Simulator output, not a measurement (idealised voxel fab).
The name of this process module is voxel double patterning.
Section cut is 260 nm wide and gridded with 5 nm square cells.
Heads up, the way a cross-section reads in here is a grid of square cells, handed over as bands from the top down, with every band being one or more rows of cells.
Within each band entry, the heights of the top and of the bottom of the band appear first, in that order and in nm; the materials of the band then follow from left to right, each with its corresponding width in nm. The designation "all across" on a single material indicates that it fills the band from edge to edge; the designation "blank" indicates empty space.
Where do heights start? At 0: under that level the wafer as delivered is made of one material only. And the lowest band has no floor; it just carries on downward, as in "0 nm and below".
Read "30->40" as a graded width: first number on top, second number at the bottom, same change between each pair of neighbouring rows.
No cell of the cross-section changed in a step that is given as "remains unaltered".
Reported under the label "Enclosed internal cavities" are the empty spaces having no open way to the top and comprising 8 cells or more; the notation for each is width x height at distance, in which the distance is measured from the left edge and all three values are in nm.
Whatever follows a step's settings on its line is a remark the simulator itself makes about that step.
overlay nm: right-of-plan distance of the mask on a masked step; negative values mean left-of-plan.

Process steps (planned)
1) RECEIVE: material Si
2) CONFORMAL_DEP: material SiO2, thk nm 5
3) DIRECTIONAL_DEP: material polySi, thk nm 20
4) DIRECTIONAL_DEP: material SiN, thk nm 5
5) PATTERN: tone open, mask id FIRST, material resist, width nm 15, pitch nm 50, thk nm 20, overlay nm 0
6) DIRECTIONAL_ETCH: etch materials SiN, depth nm 5
7) STRIP: etch materials resist
8) MASKED_ETCH: tone open, mask id SECOND, width nm 15, pitch nm 50, etch materials SiN, depth nm 5, overlay nm 0
9) DIRECTIONAL_ETCH: etch materials polySi, depth nm 20
10) STRIP: etch materials SiN

The following pertains to the first of two wafers, which was processed as planned

Incoming wafer in cross-section (state: after step 1)
  0 nm and below | Si all across
  Enclosed internal cavities: none

Once step 2 is through, the wafer looks like this in cross-section
  5 nm to 0 nm | SiO2 all across
  Beneath the level 0, the cross-section is identical to its previous state.

Once step 3 is through, the wafer looks like this in cross-section
  25 nm to 5 nm | polySi all across
  Beneath the level 5, the cross-section is identical to its previous state.

Once step 4 is through, the wafer looks like this in cross-section
  30 nm to 25 nm | SiN all across
  Beneath the level 25, the cross-section is identical to its previous state.

Once step 5 is through, the wafer looks like this in cross-section
  50 nm to 30 nm | 70 of resist  15 of blank  35 of resist  15 of blank  35 of resist  15 of blank  75 of resist
  Beneath the level 30, the cross-section is identical to its previous state.

Once step 6 is through, the wafer looks like this in cross-section
  50 nm to 30 nm | 70 of resist  15 of blank  35 of resist  15 of blank  35 of resist  15 of blank  75 of resist
  30 nm to 25 nm | 70 of SiN  15 of blank  35 of SiN  15 of blank  35 of SiN  15 of blank  75 of SiN
  Beneath the level 25, the cross-section is identical to its previous state.

Once step 7 is through, the wafer looks like this in cross-section
  30 nm to 25 nm | 70 of SiN  15 of blank  35 of SiN  15 of blank  35 of SiN  15 of blank  75 of SiN
  Beneath the level 25, the cross-section is identical to its previous state.

Once step 8 is through, the wafer looks like this in cross-section
  30 nm to 25 nm | 70 of SiN  15 of blank  10 of SiN  15 of blank  10 of SiN  15 of blank  10 of SiN  15 of blank  10 of SiN  15 of blank  75 of SiN
  Beneath the level 25, the cross-section is identical to its previous state.

Once step 9 is through, the wafer looks like this in cross-section
  30 nm to 25 nm | 70 of SiN  15 of blank  10 of SiN  15 of blank  10 of SiN  15 of blank  10 of SiN  15 of blank  10 of SiN  15 of blank  75 of SiN
  25 nm to 5 nm | 70 of polySi  15 of blank  10 of polySi  15 of blank  10 of polySi  15 of blank  10 of polySi  15 of blank  10 of polySi  15 of blank  75 of polySi
  Beneath the level 5, the cross-section is identical to its previous state.

Once step 10 is through, the wafer looks like this in cross-section
  25 nm to 5 nm | 70 of polySi  15 of blank  10 of polySi  15 of blank  10 of polySi  15 of blank  10 of polySi  15 of blank  10 of polySi  15 of blank  75 of polySi
  Beneath the level 5, the cross-section is identical to its previous state.

The second wafer was prepared from the same starting point and under the same plan as the first; its processing contained one mistake, and it remains indistinguishable from the first wafer up to and including step 3

What the second wafer looks like in cross-section when step 4 should have wrapped up
  30 nm to 5 nm | polySi all across
  Beneath the level 5, the cross-section is identical to its previous state.

What the second wafer looks like in cross-section when step 5 should have wrapped up
  50 nm to 30 nm | 70 of resist  15 of blank  35 of resist  15 of blank  35 of resist  15 of blank  75 of resist
  Beneath the level 30, the cross-section is identical to its previous state.

What the second wafer looks like in cross-section when step 6 should have wrapped up: remains unaltered

What the second wafer looks like in cross-section when step 7 should have wrapped up
  30 nm to 5 nm | polySi all across
  Beneath the level 5, the cross-section is identical to its previous state.

What the second wafer looks like in cross-section when step 8 should have wrapped up: remains unaltered

What the second wafer looks like in cross-section when step 9 should have wrapped up
  10 nm to 5 nm | polySi all across
  Beneath the level 5, the cross-section is identical to its previous state.

What the second wafer looks like in cross-section when step 10 should have wrapped up: remains unaltered
Want to know what went wrong? step 4 ran with different settings than intended, the actual operation and settings being DIRECTIONAL_DEP: material polySi, thk nm 5
Final tally in cells, some materials are higher or lower on the second wafer than on the first: -96 polySi
